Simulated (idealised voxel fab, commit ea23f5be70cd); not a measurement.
process module | voxel wiring stack
cross-section cut | 205 nm wide | cells 5 nm
A cross-section is a grid of square cells, given in bands from the top down. A band is one or more rows of cells.
Each band's line starts with the height of the band's top and of its bottom, in nm. Then come its materials from left to right, each with its width in nm. One material with "throughout" fills the band from edge to edge. "air" is empty space.
Height 0 is the level under which the wafer as received is all one material. The lowest band goes on downwards, as in "0 down".
A width such as "30 to 40" changes by the same amount from each row of cells to the next, from the band's top row to its bottom row.
"no change" after a step means that no cell of the cross-section changed.
closed voids: empty space of 8 cells or more with no open way to the top, each as width x height at its distance from the left edge, in nm
after a step's settings: what the simulator itself notes on the step
overlay nm, on a step with a mask: how far to the right of its planned place the mask lay; to the left if negative
plan
1 op RECEIVE | material Si
2 op CONFORMAL_DEP | material SiO2 | thk nm 15
3 op CONFORMAL_DEP | material SiCN | thk nm 5
4 op DIRECTIONAL_DEP | material SiO2 | thk nm 25
5 op PATTERN | tone open | mask id METAL_1 | material resist | width nm 30 | pitch nm 45 | thk nm 15 | overlay nm 0
6 op DIRECTIONAL_ETCH | etch materials SiO2 | depth nm 25
7 op DIRECTIONAL_ETCH | etch materials SiCN | depth nm 5
8 op STRIP | etch materials resist
9 op CONFORMAL_DEP | material TiN | thk nm 5
10 op FILL_DEP | material Ru | thk nm 10
11 op CMP | height nm 45
12 op CONFORMAL_DEP | material SiCN | thk nm 5
13 op DIRECTIONAL_DEP | material lowk | thk nm 15
14 op DIRECTIONAL_DEP | material aC | thk nm 10
15 op PATTERN | tone open | mask id PLUG_1 | material resist | width nm 15 | pitch nm 45 | thk nm 25 | overlay nm 0
16 op DIRECTIONAL_ETCH | etch materials aC | depth nm 10
17 op STRIP | etch materials resist
18 op DIRECTIONAL_ETCH | etch materials lowk | depth nm 15
19 op DIRECTIONAL_ETCH | etch materials SiCN | depth nm 5
20 op STRIP | etch materials aC
21 op EPI | material Ru | thk nm 10
22 op EPI | material Ru | thk nm 10
23 op DIRECTIONAL_DEP | material TiN | thk nm 5
24 op DIRECTIONAL_DEP | material W | thk nm 15
25 op DIRECTIONAL_DEP | material aC | thk nm 15
26 op PATTERN | tone cover | mask id METAL_2 | material resist | width nm 30 | pitch nm 45 | thk nm 30 | overlay nm 0
27 op DIRECTIONAL_ETCH | etch materials aC | depth nm 15
28 op STRIP | etch materials resist
29 op DIRECTIONAL_ETCH | etch materials W | depth nm 15
30 op DIRECTIONAL_ETCH | etch materials TiN | depth nm 5
31 op STRIP | etch materials aC
32 op FILL_DEP | material SiO2 | thk nm 5
33 op CMP | height nm 85
34 op CONFORMAL_DEP | material SiCN | thk nm 5
35 op DIRECTIONAL_DEP | material lowk | thk nm 30
36 op PATTERN | tone open | mask id METAL_3 | material resist | width nm 30 | pitch nm 45 | thk nm 15 | overlay nm 0
37 op DIRECTIONAL_ETCH | etch materials lowk | depth nm 15
38 op STRIP | etch materials resist
39 op MASKED_ETCH | tone open | mask id METAL_3_HOLES | width nm 15 | etch materials lowk | depth nm 15 | overlay nm 0
40 op MASKED_ETCH | tone open | mask id METAL_3_HOLES | width nm 15 | etch materials SiCN | depth nm 5 | overlay nm 0
41 op CONFORMAL_DEP | material TiN | thk nm 5
42 op FILL_DEP | material Cu | thk nm 10
43 op CMP | height nm 120
44 op CONFORMAL_DEP | material SiCN | thk nm 5
45 op DIRECTIONAL_DEP | material lowk | thk nm 30
46 op DIRECTIONAL_DEP | material aC | thk nm 10
47 op PATTERN | tone open | mask id METAL_4 | material resist | width nm 30 | pitch nm 45 | thk nm 30 | overlay nm 0
48 op DIRECTIONAL_ETCH | etch materials aC | depth nm 10
49 op STRIP | etch materials resist
50 op DIRECTIONAL_ETCH | etch materials lowk | depth nm 15
51 op STRIP | etch materials aC
52 op DIRECTIONAL_DEP | material aC | thk nm 10
53 op PATTERN | tone open | mask id METAL_4_HOLES | material resist | width nm 15 | thk nm 30 | overlay nm 0
54 op DIRECTIONAL_ETCH | etch materials aC | depth nm 10
55 op STRIP | etch materials resist
56 op DIRECTIONAL_ETCH | etch materials lowk | depth nm 15
57 op DIRECTIONAL_ETCH | etch materials SiCN | depth nm 5
58 op STRIP | etch materials aC
59 op CONFORMAL_DEP | material TiN | thk nm 5
60 op FILL_DEP | material Cu | thk nm 10
61 op CMP | height nm 155
62 op CONFORMAL_DEP | material SiCN | thk nm 5
first wafer, as planned
as received, after step 1
  0 down: Si throughout
  closed voids: none
after step 2
  15 to 0: SiO2 throughout
  below 0: unchanged
after step 3
  20 to 15: SiCN throughout
  below 15: unchanged
after step 4
  45 to 20: SiO2 throughout
  below 20: unchanged
after step 5
  60 to 45: resist 65 | air 30 | resist 15 | air 30 | resist 65
  below 45: unchanged
after step 6
  60 to 45: resist 65 | air 30 | resist 15 | air 30 | resist 65
  45 to 20: SiO2 65 | air 30 | SiO2 15 | air 30 | SiO2 65
  below 20: unchanged
after step 7
  60 to 45: resist 65 | air 30 | resist 15 | air 30 | resist 65
  45 to 20: SiO2 65 | air 30 | SiO2 15 | air 30 | SiO2 65
  20 to 15: SiCN 65 | air 30 | SiCN 15 | air 30 | SiCN 65
  below 15: unchanged
after step 8
  45 to 20: SiO2 65 | air 30 | SiO2 15 | air 30 | SiO2 65
  below 20: unchanged
after step 9
  50 to 45: TiN 70 | air 20 | TiN 25 | air 20 | TiN 70
  45 to 20: SiO2 65 | TiN 5 | air 20 | TiN 5 | SiO2 15 | TiN 5 | air 20 | TiN 5 | SiO2 65
  20 to 15: SiCN 65 | TiN 30 | SiCN 15 | TiN 30 | SiCN 65
  below 15: unchanged
after step 10
  60 to 50: Ru throughout
  50 to 45: TiN 70 | Ru 20 | TiN 25 | Ru 20 | TiN 70
  45 to 20: SiO2 65 | TiN 5 | Ru 20 | TiN 5 | SiO2 15 | TiN 5 | Ru 20 | TiN 5 | SiO2 65
  below 20: unchanged
after step 11
  45 to 20: SiO2 65 | TiN 5 | Ru 20 | TiN 5 | SiO2 15 | TiN 5 | Ru 20 | TiN 5 | SiO2 65
  below 20: unchanged
after step 12
  50 to 45: SiCN throughout
  below 45: unchanged
after step 13
  65 to 50: lowk throughout
  below 50: unchanged
after step 14
  75 to 65: aC throughout
  below 65: unchanged
after step 15
  100 to 75: resist 65 | air 15 | resist 30 | air 15 | resist 80
  below 75: unchanged
after step 16
  90 to 75: resist 65 | air 15 | resist 30 | air 15 | resist 80
  75 to 65: aC 65 | air 15 | aC 30 | air 15 | aC 80
  below 65: unchanged
after step 17
  75 to 65: aC 65 | air 15 | aC 30 | air 15 | aC 80
  below 65: unchanged
after step 18
  75 to 65: aC 65 | air 15 | aC 30 | air 15 | aC 80
  65 to 50: lowk 65 | air 15 | lowk 30 | air 15 | lowk 80
  below 50: unchanged
after step 19
  75 to 65: aC 65 | air 15 | aC 30 | air 15 | aC 80
  65 to 50: lowk 65 | air 15 | lowk 30 | air 15 | lowk 80
  50 to 45: SiCN 65 | air 15 | SiCN 30 | air 15 | SiCN 80
  below 45: unchanged
after step 20
  65 to 50: lowk 65 | air 15 | lowk 30 | air 15 | lowk 80
  below 50: unchanged
after step 21
  65 to 55: lowk 65 | air 15 | lowk 30 | air 15 | lowk 80
  55 to 50: lowk 65 | Ru 15 | lowk 30 | Ru 15 | lowk 80
  50 to 45: SiCN 65 | Ru 15 | SiCN 30 | Ru 15 | SiCN 80
  below 45: unchanged
after step 22
  65 to 50: lowk 65 | Ru 15 | lowk 30 | Ru 15 | lowk 80
  below 50: unchanged
after step 23
  70 to 65: TiN throughout
  below 65: unchanged
after step 24
  85 to 70: W throughout
  below 70: unchanged
after step 25
  100 to 85: aC throughout
  below 85: unchanged
after step 26
  130 to 100: air 65 | resist 30 | air 15 | resist 30 | air 65
  below 100: unchanged
after step 27
  115 to 100: air 65 | resist 30 | air 15 | resist 30 | air 65
  100 to 85: air 65 | aC 30 | air 15 | aC 30 | air 65
  below 85: unchanged
after step 28
  100 to 85: air 65 | aC 30 | air 15 | aC 30 | air 65
  below 85: unchanged
after step 29
  100 to 85: air 65 | aC 30 | air 15 | aC 30 | air 65
  85 to 70: air 65 | W 30 | air 15 | W 30 | air 65
  below 70: unchanged
after step 30
  100 to 85: air 65 | aC 30 | air 15 | aC 30 | air 65
  85 to 70: air 65 | W 30 | air 15 | W 30 | air 65
  70 to 65: air 65 | TiN 30 | air 15 | TiN 30 | air 65
  below 65: unchanged
after step 31
  85 to 70: air 65 | W 30 | air 15 | W 30 | air 65
  below 70: unchanged
after step 32
  90 to 85: SiO2 throughout
  85 to 70: SiO2 65 | W 30 | SiO2 15 | W 30 | SiO2 65
  70 to 65: SiO2 65 | TiN 30 | SiO2 15 | TiN 30 | SiO2 65
  below 65: unchanged
after step 33
  85 to 70: SiO2 65 | W 30 | SiO2 15 | W 30 | SiO2 65
  below 70: unchanged
after step 34
  90 to 85: SiCN throughout
  below 85: unchanged
after step 35
  120 to 90: lowk throughout
  below 90: unchanged
after step 36
  135 to 120: resist 65 | air 30 | resist 15 | air 30 | resist 65
  below 120: unchanged
after step 37
  135 to 120: resist 65 | air 30 | resist 15 | air 30 | resist 65
  120 to 105: lowk 65 | air 30 | lowk 15 | air 30 | lowk 65
  below 105: unchanged
after step 38
  120 to 105: lowk 65 | air 30 | lowk 15 | air 30 | lowk 65
  below 105: unchanged
after step 39
  120 to 105: lowk 65 | air 30 | lowk 15 | air 30 | lowk 65
  105 to 90: lowk 65 | air 15 | lowk 125
  below 90: unchanged
after step 40
  120 to 105: lowk 65 | air 30 | lowk 15 | air 30 | lowk 65
  105 to 90: lowk 65 | air 15 | lowk 125
  90 to 85: SiCN 65 | air 15 | SiCN 125
  below 85: unchanged
after step 41
  125 to 120: TiN 70 | air 20 | TiN 25 | air 20 | TiN 70
  120 to 110: lowk 65 | TiN 5 | air 20 | TiN 5 | lowk 15 | TiN 5 | air 20 | TiN 5 | lowk 65
  110 to 105: lowk 65 | TiN 5 | air 5 | TiN 20 | lowk 15 | TiN 30 | lowk 65
  105 to 90: lowk 65 | TiN 5 | air 5 | TiN 5 | lowk 125
  90 to 85: SiCN 65 | TiN 15 | SiCN 125
  below 85: unchanged
after step 42
  135 to 125: Cu throughout
  125 to 120: TiN 70 | Cu 20 | TiN 25 | Cu 20 | TiN 70
  120 to 110: lowk 65 | TiN 5 | Cu 20 | TiN 5 | lowk 15 | TiN 5 | Cu 20 | TiN 5 | lowk 65
  110 to 105: lowk 65 | TiN 5 | Cu 5 | TiN 20 | lowk 15 | TiN 30 | lowk 65
  105 to 90: lowk 65 | TiN 5 | Cu 5 | TiN 5 | lowk 125
  below 90: unchanged
after step 43
  120 to 110: lowk 65 | TiN 5 | Cu 20 | TiN 5 | lowk 15 | TiN 5 | Cu 20 | TiN 5 | lowk 65
  below 110: unchanged
after step 44
  125 to 120: SiCN throughout
  below 120: unchanged
after step 45
  155 to 125: lowk throughout
  below 125: unchanged
after step 46
  165 to 155: aC throughout
  below 155: unchanged
after step 47
  195 to 165: resist 65 | air 30 | resist 15 | air 30 | resist 65
  below 165: unchanged
after step 48
  185 to 165: resist 65 | air 30 | resist 15 | air 30 | resist 65
  165 to 155: aC 65 | air 30 | aC 15 | air 30 | aC 65
  below 155: unchanged
after step 49
  165 to 155: aC 65 | air 30 | aC 15 | air 30 | aC 65
  below 155: unchanged
after step 50
  165 to 155: aC 65 | air 30 | aC 15 | air 30 | aC 65
  155 to 140: lowk 65 | air 30 | lowk 15 | air 30 | lowk 65
  below 140: unchanged
after step 51
  155 to 140: lowk 65 | air 30 | lowk 15 | air 30 | lowk 65
  below 140: unchanged
after step 52
  165 to 155: aC 65 | air 30 | aC 15 | air 30 | aC 65
  155 to 150: lowk 65 | air 30 | lowk 15 | air 30 | lowk 65
  150 to 140: lowk 65 | aC 30 | lowk 15 | aC 30 | lowk 65
  below 140: unchanged
after step 53
  195 to 165: resist 65 | air 15 | resist 125
  165 to 155: aC 65 | air 15 | resist 15 | aC 15 | resist 30 | aC 65
  155 to 150: lowk 65 | air 15 | resist 15 | lowk 15 | resist 30 | lowk 65
  below 150: unchanged
after step 54
  185 to 165: resist 65 | air 15 | resist 125
  165 to 155: aC 65 | air 15 | resist 15 | aC 15 | resist 30 | aC 65
  155 to 150: lowk 65 | air 15 | resist 15 | lowk 15 | resist 30 | lowk 65
  150 to 140: lowk 65 | air 15 | aC 15 | lowk 15 | aC 30 | lowk 65
  below 140: unchanged
after step 55
  165 to 155: aC 65 | air 30 | aC 15 | air 30 | aC 65
  155 to 150: lowk 65 | air 30 | lowk 15 | air 30 | lowk 65
  below 150: unchanged
after step 56
  165 to 155: aC 65 | air 30 | aC 15 | air 30 | aC 65
  155 to 150: lowk 65 | air 30 | lowk 15 | air 30 | lowk 65
  150 to 140: lowk 65 | air 15 | aC 15 | lowk 15 | aC 30 | lowk 65
  140 to 125: lowk 65 | air 15 | lowk 125
  below 125: unchanged
after step 57
  165 to 155: aC 65 | air 30 | aC 15 | air 30 | aC 65
  155 to 150: lowk 65 | air 30 | lowk 15 | air 30 | lowk 65
  150 to 140: lowk 65 | air 15 | aC 15 | lowk 15 | aC 30 | lowk 65
  140 to 125: lowk 65 | air 15 | lowk 125
  125 to 120: SiCN 65 | air 15 | SiCN 125
  below 120: unchanged
after step 58
  155 to 140: lowk 65 | air 30 | lowk 15 | air 30 | lowk 65
  below 140: unchanged
after step 59
  160 to 155: TiN 70 | air 20 | TiN 25 | air 20 | TiN 70
  155 to 145: lowk 65 | TiN 5 | air 20 | TiN 5 | lowk 15 | TiN 5 | air 20 | TiN 5 | lowk 65
  145 to 140: lowk 65 | TiN 5 | air 5 | TiN 20 | lowk 15 | TiN 30 | lowk 65
  140 to 125: lowk 65 | TiN 5 | air 5 | TiN 5 | lowk 125
  125 to 120: SiCN 65 | TiN 15 | SiCN 125
  below 120: unchanged
after step 60
  170 to 160: Cu throughout
  160 to 155: TiN 70 | Cu 20 | TiN 25 | Cu 20 | TiN 70
  155 to 145: lowk 65 | TiN 5 | Cu 20 | TiN 5 | lowk 15 | TiN 5 | Cu 20 | TiN 5 | lowk 65
  145 to 140: lowk 65 | TiN 5 | Cu 5 | TiN 20 | lowk 15 | TiN 30 | lowk 65
  140 to 125: lowk 65 | TiN 5 | Cu 5 | TiN 5 | lowk 125
  below 125: unchanged
after step 61
  155 to 145: lowk 65 | TiN 5 | Cu 20 | TiN 5 | lowk 15 | TiN 5 | Cu 20 | TiN 5 | lowk 65
  below 145: unchanged
after step 62
  160 to 155: SiCN throughout
  below 155: unchanged
second wafer: like start, like plan, one mistake. Through step 12 it matches the first wafer
when step 13 should have ended
  80 to 50: lowk throughout
  below 50: unchanged
when step 14 should have ended
  90 to 80: aC throughout
  below 80: unchanged
when step 15 should have ended
  115 to 90: resist 65 | air 15 | resist 30 | air 15 | resist 80
  below 90: unchanged
when step 16 should have ended
  105 to 90: resist 65 | air 15 | resist 30 | air 15 | resist 80
  90 to 80: aC 65 | air 15 | aC 30 | air 15 | aC 80
  below 80: unchanged
when step 17 should have ended
  90 to 80: aC 65 | air 15 | aC 30 | air 15 | aC 80
  below 80: unchanged
when step 18 should have ended
  90 to 80: aC 65 | air 15 | aC 30 | air 15 | aC 80
  80 to 65: lowk 65 | air 15 | lowk 30 | air 15 | lowk 80
  below 65: unchanged
when step 19 should have ended: no change
when step 20 should have ended
  80 to 65: lowk 65 | air 15 | lowk 30 | air 15 | lowk 80
  below 65: unchanged
when step 21 should have ended: no change
when step 22 should have ended: no change
when step 23 should have ended
  85 to 80: TiN 65 | air 15 | TiN 30 | air 15 | TiN 80
  80 to 70: lowk 65 | air 15 | lowk 30 | air 15 | lowk 80
  70 to 65: lowk 65 | TiN 15 | lowk 30 | TiN 15 | lowk 80
  below 65: unchanged
when step 24 should have ended
  100 to 85: W 65 | air 15 | W 30 | air 15 | W 80
  85 to 80: TiN 65 | W 15 | TiN 30 | W 15 | TiN 80
  80 to 70: lowk 65 | W 15 | lowk 30 | W 15 | lowk 80
  below 70: unchanged
when step 25 should have ended
  115 to 100: aC 65 | air 15 | aC 30 | air 15 | aC 80
  100 to 85: W 65 | aC 15 | W 30 | aC 15 | W 80
  below 85: unchanged
when step 26 should have ended
  145 to 115: air 65 | resist 30 | air 15 | resist 30 | air 65
  115 to 100: aC 65 | resist 15 | aC 30 | resist 15 | aC 80
  below 100: unchanged
when step 27 should have ended
  130 to 115: air 65 | resist 30 | air 15 | resist 30 | air 65
  115 to 100: air 65 | resist 15 | aC 15 | air 15 | resist 15 | aC 15 | air 65
  below 100: unchanged
when step 28 should have ended
  115 to 100: air 80 | aC 15 | air 30 | aC 15 | air 65
  below 100: unchanged
when step 29 should have ended
  115 to 100: air 80 | aC 15 | air 30 | aC 15 | air 65
  100 to 85: air 65 | aC 15 | W 15 | air 15 | aC 15 | W 15 | air 65
  below 85: unchanged
when step 30 should have ended
  115 to 100: air 80 | aC 15 | air 30 | aC 15 | air 65
  100 to 85: air 65 | aC 15 | W 15 | air 15 | aC 15 | W 15 | air 65
  85 to 80: air 65 | W 15 | TiN 15 | air 15 | W 15 | TiN 15 | air 65
  below 80: unchanged
when step 31 should have ended
  100 to 85: air 80 | W 15 | air 30 | W 15 | air 65
  below 85: unchanged
when step 32 should have ended
  105 to 100: SiO2 throughout
  100 to 85: SiO2 80 | W 15 | SiO2 30 | W 15 | SiO2 65
  85 to 80: SiO2 65 | W 15 | TiN 15 | SiO2 15 | W 15 | TiN 15 | SiO2 65
  below 80: unchanged
when step 33 should have ended
  85 to 80: SiO2 65 | W 15 | TiN 15 | SiO2 15 | W 15 | TiN 15 | SiO2 65
  below 80: unchanged
when step 34 should have ended
  90 to 85: SiCN throughout
  below 85: unchanged
when step 35 should have ended
  120 to 90: lowk throughout
  below 90: unchanged
when step 36 should have ended
  135 to 120: resist 65 | air 30 | resist 15 | air 30 | resist 65
  below 120: unchanged
when step 37 should have ended
  135 to 120: resist 65 | air 30 | resist 15 | air 30 | resist 65
  120 to 105: lowk 65 | air 30 | lowk 15 | air 30 | lowk 65
  below 105: unchanged
when step 38 should have ended
  120 to 105: lowk 65 | air 30 | lowk 15 | air 30 | lowk 65
  below 105: unchanged
when step 39 should have ended
  120 to 105: lowk 65 | air 30 | lowk 15 | air 30 | lowk 65
  105 to 90: lowk 65 | air 15 | lowk 125
  below 90: unchanged
when step 40 should have ended
  120 to 105: lowk 65 | air 30 | lowk 15 | air 30 | lowk 65
  105 to 90: lowk 65 | air 15 | lowk 125
  90 to 85: SiCN 65 | air 15 | SiCN 125
  below 85: unchanged
when step 41 should have ended
  125 to 120: TiN 70 | air 20 | TiN 25 | air 20 | TiN 70
  120 to 110: lowk 65 | TiN 5 | air 20 | TiN 5 | lowk 15 | TiN 5 | air 20 | TiN 5 | lowk 65
  110 to 105: lowk 65 | TiN 5 | air 5 | TiN 20 | lowk 15 | TiN 30 | lowk 65
  105 to 90: lowk 65 | TiN 5 | air 5 | TiN 5 | lowk 125
  90 to 85: SiCN 65 | TiN 15 | SiCN 125
  below 85: unchanged
when step 42 should have ended
  135 to 125: Cu throughout
  125 to 120: TiN 70 | Cu 20 | TiN 25 | Cu 20 | TiN 70
  120 to 110: lowk 65 | TiN 5 | Cu 20 | TiN 5 | lowk 15 | TiN 5 | Cu 20 | TiN 5 | lowk 65
  110 to 105: lowk 65 | TiN 5 | Cu 5 | TiN 20 | lowk 15 | TiN 30 | lowk 65
  105 to 90: lowk 65 | TiN 5 | Cu 5 | TiN 5 | lowk 125
  below 90: unchanged
when step 43 should have ended
  120 to 110: lowk 65 | TiN 5 | Cu 20 | TiN 5 | lowk 15 | TiN 5 | Cu 20 | TiN 5 | lowk 65
  below 110: unchanged
when step 44 should have ended
  125 to 120: SiCN throughout
  below 120: unchanged
when step 45 should have ended
  155 to 125: lowk throughout
  below 125: unchanged
when step 46 should have ended
  165 to 155: aC throughout
  below 155: unchanged
when step 47 should have ended
  195 to 165: resist 65 | air 30 | resist 15 | air 30 | resist 65
  below 165: unchanged
when step 48 should have ended
  185 to 165: resist 65 | air 30 | resist 15 | air 30 | resist 65
  165 to 155: aC 65 | air 30 | aC 15 | air 30 | aC 65
  below 155: unchanged
when step 49 should have ended
  165 to 155: aC 65 | air 30 | aC 15 | air 30 | aC 65
  below 155: unchanged
when step 50 should have ended
  165 to 155: aC 65 | air 30 | aC 15 | air 30 | aC 65
  155 to 140: lowk 65 | air 30 | lowk 15 | air 30 | lowk 65
  below 140: unchanged
when step 51 should have ended
  155 to 140: lowk 65 | air 30 | lowk 15 | air 30 | lowk 65
  below 140: unchanged
when step 52 should have ended
  165 to 155: aC 65 | air 30 | aC 15 | air 30 | aC 65
  155 to 150: lowk 65 | air 30 | lowk 15 | air 30 | lowk 65
  150 to 140: lowk 65 | aC 30 | lowk 15 | aC 30 | lowk 65
  below 140: unchanged
when step 53 should have ended
  195 to 165: resist 65 | air 15 | resist 125
  165 to 155: aC 65 | air 15 | resist 15 | aC 15 | resist 30 | aC 65
  155 to 150: lowk 65 | air 15 | resist 15 | lowk 15 | resist 30 | lowk 65
  below 150: unchanged
when step 54 should have ended
  185 to 165: resist 65 | air 15 | resist 125
  165 to 155: aC 65 | air 15 | resist 15 | aC 15 | resist 30 | aC 65
  155 to 150: lowk 65 | air 15 | resist 15 | lowk 15 | resist 30 | lowk 65
  150 to 140: lowk 65 | air 15 | aC 15 | lowk 15 | aC 30 | lowk 65
  below 140: unchanged
when step 55 should have ended
  165 to 155: aC 65 | air 30 | aC 15 | air 30 | aC 65
  155 to 150: lowk 65 | air 30 | lowk 15 | air 30 | lowk 65
  below 150: unchanged
when step 56 should have ended
  165 to 155: aC 65 | air 30 | aC 15 | air 30 | aC 65
  155 to 150: lowk 65 | air 30 | lowk 15 | air 30 | lowk 65
  150 to 140: lowk 65 | air 15 | aC 15 | lowk 15 | aC 30 | lowk 65
  140 to 125: lowk 65 | air 15 | lowk 125
  below 125: unchanged
when step 57 should have ended
  165 to 155: aC 65 | air 30 | aC 15 | air 30 | aC 65
  155 to 150: lowk 65 | air 30 | lowk 15 | air 30 | lowk 65
  150 to 140: lowk 65 | air 15 | aC 15 | lowk 15 | aC 30 | lowk 65
  140 to 125: lowk 65 | air 15 | lowk 125
  125 to 120: SiCN 65 | air 15 | SiCN 125
  below 120: unchanged
when step 58 should have ended
  155 to 140: lowk 65 | air 30 | lowk 15 | air 30 | lowk 65
  below 140: unchanged
when step 59 should have ended
  160 to 155: TiN 70 | air 20 | TiN 25 | air 20 | TiN 70
  155 to 145: lowk 65 | TiN 5 | air 20 | TiN 5 | lowk 15 | TiN 5 | air 20 | TiN 5 | lowk 65
  145 to 140: lowk 65 | TiN 5 | air 5 | TiN 20 | lowk 15 | TiN 30 | lowk 65
  140 to 125: lowk 65 | TiN 5 | air 5 | TiN 5 | lowk 125
  125 to 120: SiCN 65 | TiN 15 | SiCN 125
  below 120: unchanged
when step 60 should have ended
  170 to 160: Cu throughout
  160 to 155: TiN 70 | Cu 20 | TiN 25 | Cu 20 | TiN 70
  155 to 145: lowk 65 | TiN 5 | Cu 20 | TiN 5 | lowk 15 | TiN 5 | Cu 20 | TiN 5 | lowk 65
  145 to 140: lowk 65 | TiN 5 | Cu 5 | TiN 20 | lowk 15 | TiN 30 | lowk 65
  140 to 125: lowk 65 | TiN 5 | Cu 5 | TiN 5 | lowk 125
  below 125: unchanged
when step 61 should have ended
  155 to 145: lowk 65 | TiN 5 | Cu 20 | TiN 5 | lowk 15 | TiN 5 | Cu 20 | TiN 5 | lowk 65
  below 145: unchanged
when step 62 should have ended
  160 to 155: SiCN throughout
  below 155: unchanged
what went wrong: step 13 was run twice
at the end the second wafer has, in cells: 24 fewer of Ru | 6 more of SiCN | 87 fewer of SiO2 | 18 fewer of W | 123 more of lowk
